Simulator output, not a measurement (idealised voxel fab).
This is a process module. Its name is voxel wiring stack.
FYI the section here is cut, 215 nm wide, cells are 5 nm squares.
If you're reading a cross-section in this doc, picture square cells in a grid; it comes to you as bands, top ones listed first down to the bottom, and a band can be one or more rows of cells. Read a band's entry like this: the first values are the height of its top and the height of its bottom in nm, and what follows is the sequence of materials from left to right, each with its width in nm. Note that "empty" is empty space, and that a single material marked "full width" reaches across the band from edge to edge. Beneath 0, the wafer as received is one material, and that level is where height counting begins. The lowest band goes on downward without a bottom; it is written like "0 -> down". Think of "30 to 40" as a width that walks from the first number to the second as you go down the band, top row to bottom row, taking equal-sized steps from row to row. "remained unchanged" -> step changed no cross-section cell. Heads up: "Unvented internal voids" only lists the empty pockets with no open path to the top that are 8 cells or more, and it writes them as width x height at distance, distance from the left edge, in nm. Text after the settings on a step's line: the simulator's own remark on that step. overlay nm, on a step with a mask: how far to the right of its planned place the mask lay; to the left if negative. What follows is a series of pairs. Each pair shows a cross-section before one process step and the cross-section after it, and the after view is drawn only down to the lowest band that changed. Beneath each pair is the step that lies between the two, with its settings. Pairs may come from different runs of this module on the same starting wafer, so a pair continues from the one above it only where its entry headed "Pre-step profile" says so.

Pre-step profile:
    125 -> 110  aC full width
    110 -> 85  SiO2 full width
    85 -> 80  SiCN full width
    80 -> 65  SiO2=65, SiN=5, W=25, SiN=5, SiO2=15, SiN=5, W=25, SiN=5, SiO2=65
    65 -> 60  SiN=70, TiN=25, SiN=25, TiN=25, SiN=70
    60 -> 50  lowk=70, TiN=5, W=5, TiN=5, lowk=35, TiN=5, W=5, TiN=5, lowk=80
    50 -> 45  SiCN=70, TiN=15, SiCN=35, TiN=15, SiCN=80
    45 -> 40  lowk full width
    40 -> 35  lowk=65, SiCN=35, lowk=15, SiCN=35, lowk=65
    35 -> 10  lowk=65, SiCN=5, W=25, SiCN=5, lowk=15, SiCN=5, W=25, SiCN=5, lowk=65
    10 -> 5  SiCN=70, TiN=25, SiCN=25, TiN=25, SiCN=70
    5 -> 0  SiO2 full width
    0 -> down  Si full width
    Unvented internal voids: none

Post-Step Cross-Section:
    155 -> 125  resist=70, empty=25, resist=25, empty=25, resist=70
    below 125: unchanged
    Unvented internal voids: none
Between the cross-sections above, the step performed was PATTERN [tone open] [mask id METAL_3] [material resist] [width nm 25] [pitch nm 50] [thk nm 30] [overlay nm 0]

Pre-step profile: look at the pair above, its after cross-section is where this step starts.

Post-Step Cross-Section:
    140 -> 125  resist=70, empty=25, resist=25, empty=25, resist=70
    125 -> 110  aC=70, empty=25, aC=25, empty=25, aC=70
    below 110: unchanged
    Unvented internal voids: none
Between the cross-sections above, the step performed was DIRECTIONAL_ETCH [etch materials aC] [depth nm 15]

Pre-step profile: look at the pair above, its after cross-section is where this step starts.

Post-Step Cross-Section:
    125 -> 110  aC=70, empty=25, aC=25, empty=25, aC=70
    below 110: unchanged
    Unvented internal voids: none
Between the cross-sections above, the step performed was STRIP [etch materials resist]

Pre-step profile: look at the pair above, its after cross-section is where this step starts.

Post-Step Cross-Section:
    125 -> 110  aC=70, empty=25, aC=25, empty=25, aC=70
    110 -> 95  SiO2=70, empty=25, SiO2=25, empty=25, SiO2=70
    below 95: unchanged
    Unvented internal voids: none
Between the cross-sections above, the step performed was DIRECTIONAL_ETCH [etch materials SiO2] [depth nm 15]

Pre-step profile: look at the pair above, its after cross-section is where this step starts.

Post-Step Cross-Section:
    110 -> 95  SiO2=70, empty=25, SiO2=25, empty=25, SiO2=70
    below 95: unchanged
    Unvented internal voids: none
Between the cross-sections above, the step performed was STRIP [etch materials aC]

Pre-step profile: look at the pair above, its after cross-section is where this step starts.

Post-Step Cross-Section:
    130 -> 110  resist=70, empty=15, resist=130
    110 -> 95  SiO2=70, empty=15, resist=10, SiO2=25, resist=25, SiO2=70
    below 95: unchanged
    Unvented internal voids: none
Between the cross-sections above, the step performed was PATTERN [tone open] [mask id METAL_3_HOLES] [material resist] [width nm 15] [thk nm 20] [overlay nm 0]

Pre-step profile: look at the pair above, its after cross-section is where this step starts.

Post-Step Cross-Section:
    130 -> 110  resist=70, empty=15, resist=130
    110 -> 95  SiO2=70, empty=15, resist=10, SiO2=25, resist=25, SiO2=70
    95 -> 85  SiO2=70, empty=15, SiO2=130
    below 85: unchanged
    Unvented internal voids: none
Between the cross-sections above, the step performed was DIRECTIONAL_ETCH [etch materials SiO2] [depth nm 10]

Pre-step profile: look at the pair above, its after cross-section is where this step starts.

Post-Step Cross-Section:
    130 -> 110  resist=70, empty=15, resist=130
    110 -> 95  SiO2=70, empty=15, resist=10, SiO2=25, resist=25, SiO2=70
    95 -> 85  SiO2=70, empty=15, SiO2=130
    85 -> 80  SiCN=70, empty=15, SiCN=130
    below 80: unchanged
    Unvented internal voids: none
Between the cross-sections above, the step performed was DIRECTIONAL_ETCH [etch materials SiCN] [depth nm 5]

Pre-step profile: look at the pair above, its after cross-section is where this step starts.

Post-Step Cross-Section:
    110 -> 95  SiO2=70, empty=25, SiO2=25, empty=25, SiO2=70
    below 95: unchanged
    Unvented internal voids: none
Between the cross-sections above, the step performed was STRIP [etch materials resist]

Pre-step profile: look at the pair above, its after cross-section is where this step starts.

Post-Step Cross-Section:
    115 -> 110  TiN=75, empty=15, TiN=35, empty=15, TiN=75
    110 -> 100  SiO2=70, TiN=5, empty=15, TiN=5, SiO2=25, TiN=5, empty=15, TiN=5, SiO2=70
    100 -> 95  SiO2=70, TiN=5, empty=5, TiN=15, SiO2=25, TiN=25, SiO2=70
    95 -> 85  SiO2=70, TiN=5, empty=5, TiN=5, SiO2=130
    85 -> 80  SiCN=70, TiN=15, SiCN=130
    below 80: unchanged
    Unvented internal voids: none
Between the cross-sections above, the step performed was CONFORMAL_DEP [material TiN] [thk nm 5]

Pre-step profile: look at the pair above, its after cross-section is where this step starts.

Post-Step Cross-Section:
    125 -> 115  Ru full width
    115 -> 110  TiN=75, Ru=15, TiN=35, Ru=15, TiN=75
    110 -> 100  SiO2=70, TiN=5, Ru=15, TiN=5, SiO2=25, TiN=5, Ru=15, TiN=5, SiO2=70
    100 -> 95  SiO2=70, TiN=5, Ru=5, TiN=15, SiO2=25, TiN=25, SiO2=70
    95 -> 85  SiO2=70, TiN=5, Ru=5, TiN=5, SiO2=130
    below 85: unchanged
    Unvented internal voids: none
Between the cross-sections above, the step performed was FILL_DEP [material Ru] [thk nm 10]

Pre-step profile: look at the pair above, its after cross-section is where this step starts.

Post-Step Cross-Section:
    110 -> 100  SiO2=70, TiN=5, Ru=15, TiN=5, SiO2=25, TiN=5, Ru=15, TiN=5, SiO2=70
    below 100: unchanged
    Unvented internal voids: none
Between the cross-sections above, the step performed was CMP [height nm 110]

Pre-step profile: look at the pair above, its after cross-section is where this step starts.

Post-Step Cross-Section:
    115 -> 110  SiN full width
    below 110: unchanged
    Unvented internal voids: none
Between the cross-sections above, the step performed was CONFORMAL_DEP [material SiN] [thk nm 5]

Pre-step profile:
    80 -> 65  empty=70, W=25, empty=25, W=25, empty=70
    65 -> 60  TiN full width
    60 -> 50  lowk=70, TiN=5, W=5, TiN=5, lowk=35, TiN=5, W=5, TiN=5, lowk=80
    50 -> 45  SiCN=70, TiN=15, SiCN=35, TiN=15, SiCN=80
    45 -> 20  lowk=65, SiCN=5, W=25, SiCN=5, lowk=15, SiCN=5, W=25, SiCN=5, lowk=65
    20 -> 15  SiCN=70, TiN=25, SiCN=25, TiN=25, SiCN=70
    15 -> 0  SiO2 full width
    0 -> down  Si full width
    Unvented internal voids: none

Post-Step Cross-Section:
    80 -> 65  empty=70, W=25, empty=25, W=25, empty=70
    65 -> 60  empty=65, TiN=35, empty=15, TiN=35, empty=65
    below 60: unchanged
    Unvented internal voids: none
Between the cross-sections above, the step performed was MASKED_ETCH [tone cover] [mask id METAL_2] [width nm 35] [pitch nm 50] [etch materials TiN] [depth nm 5] [overlay nm 0]

Pre-step profile: look at the pair above, its after cross-section is where this step starts.

Post-Step Cross-Section:
    85 -> 80  empty=65, SiN=35, empty=15, SiN=35, empty=65
    80 -> 70  empty=65, SiN=5, W=25, SiN=5, empty=15, SiN=5, W=25, SiN=5, empty=65
    70 -> 65  empty=60, SiN=10, W=25, SiN=10, empty=5, SiN=10, W=25, SiN=10, empty=60
    65 -> 60  SiN=65, TiN=35, SiN=15, TiN=35, SiN=65
    below 60: unchanged
    Unvented internal voids: none
Between the cross-sections above, the step performed was CONFORMAL_DEP [material SiN] [thk nm 5]

Pre-step profile: look at the pair above, its after cross-section is where this step starts.

Post-Step Cross-Section:
    90 -> 85  SiO2 full width
    85 -> 80  SiO2=65, SiN=35, SiO2=15, SiN=35, SiO2=65
    80 -> 70  SiO2=65, SiN=5, W=25, SiN=5, SiO2=15, SiN=5, W=25, SiN=5, SiO2=65
    70 -> 65  SiO2=60, SiN=10, W=25, SiN=10, SiO2=5, SiN=10, W=25, SiN=10, SiO2=60
    below 65: unchanged
    Unvented internal voids: none
Between the cross-sections above, the step performed was FILL_DEP [material SiO2] [thk nm 5]

Pre-step profile: look at the pair above, its after cross-section is where this step starts.

Post-Step Cross-Section:
    80 -> 70  SiO2=65, SiN=5, W=25, SiN=5, SiO2=15, SiN=5, W=25, SiN=5, SiO2=65
    below 70: unchanged
    Unvented internal voids: none
Between the cross-sections above, the step performed was CMP [height nm 80]

Pre-step profile: look at the pair above, its after cross-section is where this step starts.

Post-Step Cross-Section:
    85 -> 80  SiCN full width
    below 80: unchanged
    Unvented internal voids: none
Between the cross-sections above, the step performed was CONFORMAL_DEP [material SiCN] [thk nm 5]

Pre-step profile: look at the pair above, its after cross-section is where this step starts.

Post-Step Cross-Section:
    110 -> 85  SiO2 full width
    below 85: unchanged
    Unvented internal voids: none
Between the cross-sections above, the step performed was DIRECTIONAL_DEP [material SiO2] [thk nm 25]

Pre-step profile: look at the pair above, its after cross-section is where this step starts.

Post-Step Cross-Section:
    125 -> 110  aC full width
    below 110: unchanged
    Unvented internal voids: none
Between the cross-sections above, the step performed was DIRECTIONAL_DEP [material aC] [thk nm 15]

Pre-step profile: look at the pair above, its after cross-section is where this step starts.

Post-Step Cross-Section:
    155 -> 125  resist=70, empty=25, resist=25, empty=25, resist=70
    below 125: unchanged
    Unvented internal voids: none
Between the cross-sections above, the step performed was PATTERN [tone open] [mask id METAL_3] [material resist] [width nm 25] [pitch nm 50] [thk nm 30] [overlay nm 0]

Pre-step profile: look at the pair above, its after cross-section is where this step starts.

Post-Step Cross-Section:
    140 -> 125  resist=70, empty=25, resist=25, empty=25, resist=70
    125 -> 110  aC=70, empty=25, aC=25, empty=25, aC=70
    below 110: unchanged
    Unvented internal voids: none
Between the cross-sections above, the step performed was DIRECTIONAL_ETCH [etch materials aC] [depth nm 15]

Pre-step profile: look at the pair above, its after cross-section is where this step starts.

Post-Step Cross-Section:
    125 -> 110  aC=70, empty=25, aC=25, empty=25, aC=70
    below 110: unchanged
    Unvented internal voids: none
Between the cross-sections above, the step performed was STRIP [etch materials resist]

Pre-step profile: look at the pair above, its after cross-section is where this step starts.

Post-Step Cross-Section:
    125 -> 110  aC=70, empty=25, aC=25, empty=25, aC=70
    110 -> 95  SiO2=70, empty=25, SiO2=25, empty=25, SiO2=70
    below 95: unchanged
    Unvented internal voids: none
Between the cross-sections above, the step performed was DIRECTIONAL_ETCH [etch materials SiO2] [depth nm 15]

Pre-step profile: look at the pair above, its after cross-section is where this step starts.

Post-Step Cross-Section:
    110 -> 95  SiO2=70, empty=25, SiO2=25, empty=25, SiO2=70
    below 95: unchanged
    Unvented internal voids: none
Between the cross-sections above, the step performed was STRIP [etch materials aC]

Pre-step profile: look at the pair above, its after cross-section is where this step starts.

Post-Step Cross-Section:
    130 -> 110  resist=70, empty=15, resist=130
    110 -> 95  SiO2=70, empty=15, resist=10, SiO2=25, resist=25, SiO2=70
    below 95: unchanged
    Unvented internal voids: none
Between the cross-sections above, the step performed was PATTERN [tone open] [mask id METAL_3_HOLES] [material resist] [width nm 15] [thk nm 20] [overlay nm 0]

Pre-step profile: look at the pair above, its after cross-section is where this step starts.

Post-Step Cross-Section:
    130 -> 110  resist=70, empty=15, resist=130
    110 -> 95  SiO2=70, empty=15, resist=10, SiO2=25, resist=25, SiO2=70
    95 -> 85  SiO2=70, empty=15, SiO2=130
    below 85: unchanged
    Unvented internal voids: none
Between the cross-sections above, the step performed was DIRECTIONAL_ETCH [etch materials SiO2] [depth nm 10]

Pre-step profile: look at the pair above, its after cross-section is where this step starts.

Post-Step Cross-Section:
    130 -> 110  resist=70, empty=15, resist=130
    110 -> 95  SiO2=70, empty=15, resist=10, SiO2=25, resist=25, SiO2=70
    95 -> 85  SiO2=70, empty=15, SiO2=130
    85 -> 80  SiCN=70, empty=15, SiCN=130
    below 80: unchanged
    Unvented internal voids: none
Between the cross-sections above, the step performed was DIRECTIONAL_ETCH [etch materials SiCN] [depth nm 5]

Pre-step profile: look at the pair above, its after cross-section is where this step starts.

Post-Step Cross-Section:
    110 -> 95  SiO2=70, empty=25, SiO2=25, empty=25, SiO2=70
    below 95: unchanged
    Unvented internal voids: none
Between the cross-sections above, the step performed was STRIP [etch materials resist]

Pre-step profile: look at the pair above, its after cross-section is where this step starts.

Post-Step Cross-Section:
    115 -> 110  TiN=75, empty=15, TiN=35, empty=15, TiN=75
    110 -> 100  SiO2=70, TiN=5, empty=15, TiN=5, SiO2=25, TiN=5, empty=15, TiN=5, SiO2=70
    100 -> 95  SiO2=70, TiN=5, empty=5, TiN=15, SiO2=25, TiN=25, SiO2=70
    95 -> 85  SiO2=70, TiN=5, empty=5, TiN=5, SiO2=130
    85 -> 80  SiCN=70, TiN=15, SiCN=130
    below 80: unchanged
    Unvented internal voids: none
Between the cross-sections above, the step performed was CONFORMAL_DEP [material TiN] [thk nm 5]

Pre-step profile: look at the pair above, its after cross-section is where this step starts.

Post-Step Cross-Section:
    125 -> 115  Ru full width
    115 -> 110  TiN=75, Ru=15, TiN=35, Ru=15, TiN=75
    110 -> 100  SiO2=70, TiN=5, Ru=15, TiN=5, SiO2=25, TiN=5, Ru=15, TiN=5, SiO2=70
    100 -> 95  SiO2=70, TiN=5, Ru=5, TiN=15, SiO2=25, TiN=25, SiO2=70
    95 -> 85  SiO2=70, TiN=5, Ru=5, TiN=5, SiO2=130
    below 85: unchanged
    Unvented internal voids: none
Between the cross-sections above, the step performed was FILL_DEP [material Ru] [thk nm 10]

Pre-step profile: look at the pair above, its after cross-section is where this step starts.

Post-Step Cross-Section:
    110 -> 100  SiO2=70, TiN=5, Ru=15, TiN=5, SiO2=25, TiN=5, Ru=15, TiN=5, SiO2=70
    below 100: unchanged
    Unvented internal voids: none
Between the cross-sections above, the step performed was CMP [height nm 110]

Pre-step profile: look at the pair above, its after cross-section is where this step starts.

Post-Step Cross-Section:
    115 -> 110  SiN full width
    below 110: unchanged
    Unvented internal voids: none
Between the cross-sections above, the step performed was CONFORMAL_DEP [material SiN] [thk nm 5]

Pre-step profile:
    80 -> 65  empty=70, W=25, empty=25, W=25, empty=70
    65 -> 60  TiN full width
    60 -> 50  lowk=70, TiN=5, W=5, TiN=5, lowk=35, TiN=5, W=5, TiN=5, lowk=80
    50 -> 45  SiCN=70, TiN=15, SiCN=35, TiN=15, SiCN=80
    45 -> 20  lowk=65, SiCN=5, W=25, SiCN=5, lowk=15, SiCN=5, W=25, SiCN=5, lowk=65
    20 -> 15  SiCN=70, TiN=25, SiCN=25, TiN=25, SiCN=70
    15 -> 0  SiO2 full width
    0 -> down  Si full width
    Unvented internal voids: none

Post-Step Cross-Section:
    80 -> 65  empty=70, W=25, empty=25, W=25, empty=70
    65 -> 60  empty=65, TiN=30, empty=20, TiN=30, empty=70
    below 60: unchanged
    Unvented internal voids: none
Between the cross-sections above, the step performed was MASKED_ETCH [tone cover] [mask id METAL_2] [width nm 25] [pitch nm 50] [etch materials TiN] [depth nm 5] [overlay nm -5]

Pre-step profile: look at the pair above, its after cross-section is where this step starts.

Post-Step Cross-Section:
    85 -> 80  empty=65, SiN=35, empty=15, SiN=35, empty=65
    80 -> 70  empty=65, SiN=5, W=25, SiN=5, empty=15, SiN=5, W=25, SiN=5, empty=65
    70 -> 65  empty=60, SiN=10, W=25, SiN=5, empty=10, SiN=10, W=25, SiN=5, empty=65
    65 -> 60  SiN=65, TiN=30, SiN=20, TiN=30, SiN=70
    below 60: unchanged
    Unvented internal voids: none
Between the cross-sections above, the step performed was CONFORMAL_DEP [material SiN] [thk nm 5]

Pre-step profile: look at the pair above, its after cross-section is where this step starts.

Post-Step Cross-Section:
    90 -> 85  SiO2 full width
    85 -> 80  SiO2=65, SiN=35, SiO2=15, SiN=35, SiO2=65
    80 -> 70  SiO2=65, SiN=5, W=25, SiN=5, SiO2=15, SiN=5, W=25, SiN=5, SiO2=65
    70 -> 65  SiO2=60, SiN=10, W=25, SiN=5, SiO2=10, SiN=10, W=25, SiN=5, SiO2=65
    below 65: unchanged
    Unvented internal voids: none
Between the cross-sections above, the step performed was FILL_DEP [material SiO2] [thk nm 5]

Pre-step profile: look at the pair above, its after cross-section is where this step starts.

Post-Step Cross-Section:
    80 -> 70  SiO2=65, SiN=5, W=25, SiN=5, SiO2=15, SiN=5, W=25, SiN=5, SiO2=65
    below 70: unchanged
    Unvented internal voids: none
Between the cross-sections above, the step performed was CMP [height nm 80]

Pre-step profile: look at the pair above, its after cross-section is where this step starts.

Post-Step Cross-Section:
    85 -> 80  SiCN full width
    below 80: unchanged
    Unvented internal voids: none
Between the cross-sections above, the step performed was CONFORMAL_DEP [material SiCN] [thk nm 5]

Pre-step profile: look at the pair above, its after cross-section is where this step starts.

Post-Step Cross-Section:
    110 -> 85  SiO2 full width
    below 85: unchanged
    Unvented internal voids: none
Between the cross-sections above, the step performed was DIRECTIONAL_DEP [material SiO2] [thk nm 25]

Pre-step profile: look at the pair above, its after cross-section is where this step starts.

Post-Step Cross-Section:
    125 -> 110  aC full width
    below 110: unchanged
    Unvented internal voids: none
Between the cross-sections above, the step performed was DIRECTIONAL_DEP [material aC] [thk nm 15]

Pre-step profile: look at the pair above, its after cross-section is where this step starts.

Post-Step Cross-Section:
    155 -> 125  resist=70, empty=25, resist=25, empty=25, resist=70
    below 125: unchanged
    Unvented internal voids: none
Between the cross-sections above, the step performed was PATTERN [tone open] [mask id METAL_3] [material resist] [width nm 25] [pitch nm 50] [thk nm 30] [overlay nm 0]

Pre-step profile: look at the pair above, its after cross-section is where this step starts.

Post-Step Cross-Section:
    140 -> 125  resist=70, empty=25, resist=25, empty=25, resist=70
    125 -> 110  aC=70, empty=25, aC=25, empty=25, aC=70
    below 110: unchanged
    Unvented internal voids: none
Between the cross-sections above, the step performed was DIRECTIONAL_ETCH [etch materials aC] [depth nm 15]

Pre-step profile: look at the pair above, its after cross-section is where this step starts.

Post-Step Cross-Section:
    125 -> 110  aC=70, empty=25, aC=25, empty=25, aC=70
    below 110: unchanged
    Unvented internal voids: none
Between the cross-sections above, the step performed was STRIP [etch materials resist]

Pre-step profile: look at the pair above, its after cross-section is where this step starts.

Post-Step Cross-Section:
    125 -> 110  aC=70, empty=25, aC=25, empty=25, aC=70
    110 -> 95  SiO2=70, empty=25, SiO2=25, empty=25, SiO2=70
    below 95: unchanged
    Unvented internal voids: none
Between the cross-sections above, the step performed was DIRECTIONAL_ETCH [etch materials SiO2] [depth nm 15]

Pre-step profile: look at the pair above, its after cross-section is where this step starts.

Post-Step Cross-Section:
    110 -> 95  SiO2=70, empty=25, SiO2=25, empty=25, SiO2=70
    below 95: unchanged
    Unvented internal voids: none
Between the cross-sections above, the step performed was STRIP [etch materials aC]

Pre-step profile: look at the pair above, its after cross-section is where this step starts.

Post-Step Cross-Section:
    130 -> 110  resist=70, empty=15, resist=130
    110 -> 95  SiO2=70, empty=15, resist=10, SiO2=25, resist=25, SiO2=70
    below 95: unchanged
    Unvented internal voids: none
Between the cross-sections above, the step performed was PATTERN [tone open] [mask id METAL_3_HOLES] [material resist] [width nm 15] [thk nm 20] [overlay nm 0]

Pre-step profile: look at the pair above, its after cross-section is where this step starts.

Post-Step Cross-Section:
    130 -> 110  resist=70, empty=15, resist=130
    110 -> 95  SiO2=70, empty=15, resist=10, SiO2=25, resist=25, SiO2=70
    95 -> 85  SiO2=70, empty=15, SiO2=130
    below 85: unchanged
    Unvented internal voids: none
Between the cross-sections above, the step performed was DIRECTIONAL_ETCH [etch materials SiO2] [depth nm 10]

Pre-step profile: look at the pair above, its after cross-section is where this step starts.

Post-Step Cross-Section:
    130 -> 110  resist=70, empty=15, resist=130
    110 -> 95  SiO2=70, empty=15, resist=10, SiO2=25, resist=25, SiO2=70
    95 -> 85  SiO2=70, empty=15, SiO2=130
    85 -> 80  SiCN=70, empty=15, SiCN=130
    below 80: unchanged
    Unvented internal voids: none
Between the cross-sections above, the step performed was DIRECTIONAL_ETCH [etch materials SiCN] [depth nm 5]

Pre-step profile: look at the pair above, its after cross-section is where this step starts.

Post-Step Cross-Section:
    110 -> 95  SiO2=70, empty=25, SiO2=25, empty=25, SiO2=70
    below 95: unchanged
    Unvented internal voids: none
Between the cross-sections above, the step performed was STRIP [etch materials resist]

Pre-step profile: look at the pair above, its after cross-section is where this step starts.

Post-Step Cross-Section:
    115 -> 110  TiN=75, empty=15, TiN=35, empty=15, TiN=75
    110 -> 100  SiO2=70, TiN=5, empty=15, TiN=5, SiO2=25, TiN=5, empty=15, TiN=5, SiO2=70
    100 -> 95  SiO2=70, TiN=5, empty=5, TiN=15, SiO2=25, TiN=25, SiO2=70
    95 -> 85  SiO2=70, TiN=5, empty=5, TiN=5, SiO2=130
    85 -> 80  SiCN=70, TiN=15, SiCN=130
    below 80: unchanged
    Unvented internal voids: none
Between the cross-sections above, the step performed was CONFORMAL_DEP [material TiN] [thk nm 5]

Pre-step profile: look at the pair above, its after cross-section is where this step starts.

Post-Step Cross-Section:
    125 -> 115  Ru full width
    115 -> 110  TiN=75, Ru=15, TiN=35, Ru=15, TiN=75
    110 -> 100  SiO2=70, TiN=5, Ru=15, TiN=5, SiO2=25, TiN=5, Ru=15, TiN=5, SiO2=70
    100 -> 95  SiO2=70, TiN=5, Ru=5, TiN=15, SiO2=25, TiN=25, SiO2=70
    95 -> 85  SiO2=70, TiN=5, Ru=5, TiN=5, SiO2=130
    below 85: unchanged
    Unvented internal voids: none
Between the cross-sections above, the step performed was FILL_DEP [material Ru] [thk nm 10]

Pre-step profile: look at the pair above, its after cross-section is where this step starts.

Post-Step Cross-Section:
    110 -> 100  SiO2=70, TiN=5, Ru=15, TiN=5, SiO2=25, TiN=5, Ru=15, TiN=5, SiO2=70
    below 100: unchanged
    Unvented internal voids: none
Between the cross-sections above, the step performed was CMP [height nm 110]

Pre-step profile: look at the pair above, its after cross-section is where this step starts.

Post-Step Cross-Section:
    115 -> 110  SiN full width
    below 110: unchanged
    Unvented internal voids: none
Between the cross-sections above, the step performed was CONFORMAL_DEP [material SiN] [thk nm 5]

Pre-step profile:
    65 -> 60  TiN full width
    60 -> 50  lowk=70, TiN=5, W=5, TiN=5, lowk=35, TiN=5, W=5, TiN=5, lowk=80
    50 -> 45  SiCN=70, TiN=15, SiCN=35, TiN=15, SiCN=80
    45 -> 20  lowk=65, SiCN=5, W=25, SiCN=5, lowk=15, SiCN=5, W=25, SiCN=5, lowk=65
    20 -> 15  SiCN=70, TiN=25, SiCN=25, TiN=25, SiCN=70
    15 -> 0  SiO2 full width
    0 -> down  Si full width
    Unvented internal voids: none

Post-Step Cross-Section:
    80 -> 65  aC full width
    below 65: unchanged
    Unvented internal voids: none
Between the cross-sections above, the step performed was DIRECTIONAL_DEP [material aC] [thk nm 15]

Pre-step profile: look at the pair above, its after cross-section is where this step starts.

Post-Step Cross-Section:
    85 -> 80  SiN full width
    below 80: unchanged
    Unvented internal voids: none
Between the cross-sections above, the step performed was CONFORMAL_DEP [material SiN] [thk nm 5]

Pre-step profile: look at the pair above, its after cross-section is where this step starts.

Post-Step Cross-Section:
    90 -> 85  SiO2 full width
    below 85: unchanged
    Unvented internal voids: none
Between the cross-sections above, the step performed was FILL_DEP [material SiO2] [thk nm 5]

Pre-step profile: look at the pair above, its after cross-section is where this step starts.

Post-Step Cross-Section:
    80 -> 65  aC full width
    below 65: unchanged
    Unvented internal voids: none
Between the cross-sections above, the step performed was CMP [height nm 80]

Pre-step profile: look at the pair above, its after cross-section is where this step starts.

Post-Step Cross-Section:
    85 -> 80  SiCN full width
    below 80: unchanged
    Unvented internal voids: none
Between the cross-sections above, the step performed was CONFORMAL_DEP [material SiCN] [thk nm 5]

Pre-step profile: look at the pair above, its after cross-section is where this step starts.

Post-Step Cross-Section:
    110 -> 85  SiO2 full width
    below 85: unchanged
    Unvented internal voids: none
Between the cross-sections above, the step performed was DIRECTIONAL_DEP [material SiO2] [thk nm 25]

Pre-step profile: look at the pair above, its after cross-section is where this step starts.

Post-Step Cross-Section:
    125 -> 110  aC full width
    below 110: unchanged
    Unvented internal voids: none
Between the cross-sections above, the step performed was DIRECTIONAL_DEP [material aC] [thk nm 15]

Pre-step profile: look at the pair above, its after cross-section is where this step starts.

Post-Step Cross-Section:
    155 -> 125  resist=70, empty=25, resist=25, empty=25, resist=70
    below 125: unchanged
    Unvented internal voids: none
Between the cross-sections above, the step performed was PATTERN [tone open] [mask id METAL_3] [material resist] [width nm 25] [pitch nm 50] [thk nm 30] [overlay nm 0]

Pre-step profile: look at the pair above, its after cross-section is where this step starts.

Post-Step Cross-Section:
    140 -> 125  resist=70, empty=25, resist=25, empty=25, resist=70
    125 -> 110  aC=70, empty=25, aC=25, empty=25, aC=70
    below 110: unchanged
    Unvented internal voids: none
Between the cross-sections above, the step performed was DIRECTIONAL_ETCH [etch materials aC] [depth nm 15]

Pre-step profile: look at the pair above, its after cross-section is where this step starts.

Post-Step Cross-Section:
    125 -> 110  aC=70, empty=25, aC=25, empty=25, aC=70
    below 110: unchanged
    Unvented internal voids: none
Between the cross-sections above, the step performed was STRIP [etch materials resist]

Pre-step profile: look at the pair above, its after cross-section is where this step starts.

Post-Step Cross-Section:
    125 -> 110  aC=70, empty=25, aC=25, empty=25, aC=70
    110 -> 95  SiO2=70, empty=25, SiO2=25, empty=25, SiO2=70
    below 95: unchanged
    Unvented internal voids: none
Between the cross-sections above, the step performed was DIRECTIONAL_ETCH [etch materials SiO2] [depth nm 15]

Pre-step profile: look at the pair above, its after cross-section is where this step starts.

Post-Step Cross-Section:
    110 -> 95  SiO2=70, empty=25, SiO2=25, empty=25, SiO2=70
    below 95: unchanged
    Unvented internal voids: none
Between the cross-sections above, the step performed was STRIP [etch materials aC]

Pre-step profile: look at the pair above, its after cross-section is where this step starts.

Post-Step Cross-Section:
    130 -> 110  resist=70, empty=15, resist=130
    110 -> 95  SiO2=70, empty=15, resist=10, SiO2=25, resist=25, SiO2=70
    below 95: unchanged
    Unvented internal voids: none
Between the cross-sections above, the step performed was PATTERN [tone open] [mask id METAL_3_HOLES] [material resist] [width nm 15] [thk nm 20] [overlay nm 0]

Pre-step profile: look at the pair above, its after cross-section is where this step starts.

Post-Step Cross-Section:
    130 -> 110  resist=70, empty=15, resist=130
    110 -> 95  SiO2=70, empty=15, resist=10, SiO2=25, resist=25, SiO2=70
    95 -> 85  SiO2=70, empty=15, SiO2=130
    below 85: unchanged
    Unvented internal voids: none
Between the cross-sections above, the step performed was DIRECTIONAL_ETCH [etch materials SiO2] [depth nm 10]

Pre-step profile: look at the pair above, its after cross-section is where this step starts.

Post-Step Cross-Section:
    130 -> 110  resist=70, empty=15, resist=130
    110 -> 95  SiO2=70, empty=15, resist=10, SiO2=25, resist=25, SiO2=70
    95 -> 85  SiO2=70, empty=15, SiO2=130
    85 -> 80  SiCN=70, empty=15, SiCN=130
    below 80: unchanged
    Unvented internal voids: none
Between the cross-sections above, the step performed was DIRECTIONAL_ETCH [etch materials SiCN] [depth nm 5]

Pre-step profile: look at the pair above, its after cross-section is where this step starts.

Post-Step Cross-Section:
    110 -> 95  SiO2=70, empty=25, SiO2=25, empty=25, SiO2=70
    below 95: unchanged
    Unvented internal voids: none
Between the cross-sections above, the step performed was STRIP [etch materials resist]

Pre-step profile: look at the pair above, its after cross-section is where this step starts.

Post-Step Cross-Section:
    115 -> 110  TiN=75, empty=15, TiN=35, empty=15, TiN=75
    110 -> 100  SiO2=70, TiN=5, empty=15, TiN=5, SiO2=25, TiN=5, empty=15, TiN=5, SiO2=70
    100 -> 95  SiO2=70, TiN=5, empty=5, TiN=15, SiO2=25, TiN=25, SiO2=70
    95 -> 85  SiO2=70, TiN=5, empty=5, TiN=5, SiO2=130
    85 -> 80  SiCN=70, TiN=15, SiCN=130
    below 80: unchanged
    Unvented internal voids: none
Between the cross-sections above, the step performed was CONFORMAL_DEP [material TiN] [thk nm 5]

Pre-step profile: look at the pair above, its after cross-section is where this step starts.

Post-Step Cross-Section:
    125 -> 115  Ru full width
    115 -> 110  TiN=75, Ru=15, TiN=35, Ru=15, TiN=75
    110 -> 100  SiO2=70, TiN=5, Ru=15, TiN=5, SiO2=25, TiN=5, Ru=15, TiN=5, SiO2=70
    100 -> 95  SiO2=70, TiN=5, Ru=5, TiN=15, SiO2=25, TiN=25, SiO2=70
    95 -> 85  SiO2=70, TiN=5, Ru=5, TiN=5, SiO2=130
    below 85: unchanged
    Unvented internal voids: none
Between the cross-sections above, the step performed was FILL_DEP [material Ru] [thk nm 10]

Pre-step profile: look at the pair above, its after cross-section is where this step starts.

Post-Step Cross-Section:
    110 -> 100  SiO2=70, TiN=5, Ru=15, TiN=5, SiO2=25, TiN=5, Ru=15, TiN=5, SiO2=70
    below 100: unchanged
    Unvented internal voids: none
Between the cross-sections above, the step performed was CMP [height nm 110]

Pre-step profile: look at the pair above, its after cross-section is where this step starts.

Post-Step Cross-Section:
    115 -> 110  SiN full width
    below 110: unchanged
    Unvented internal voids: none
Between the cross-sections above, the step performed was CONFORMAL_DEP [material SiN] [thk nm 5]
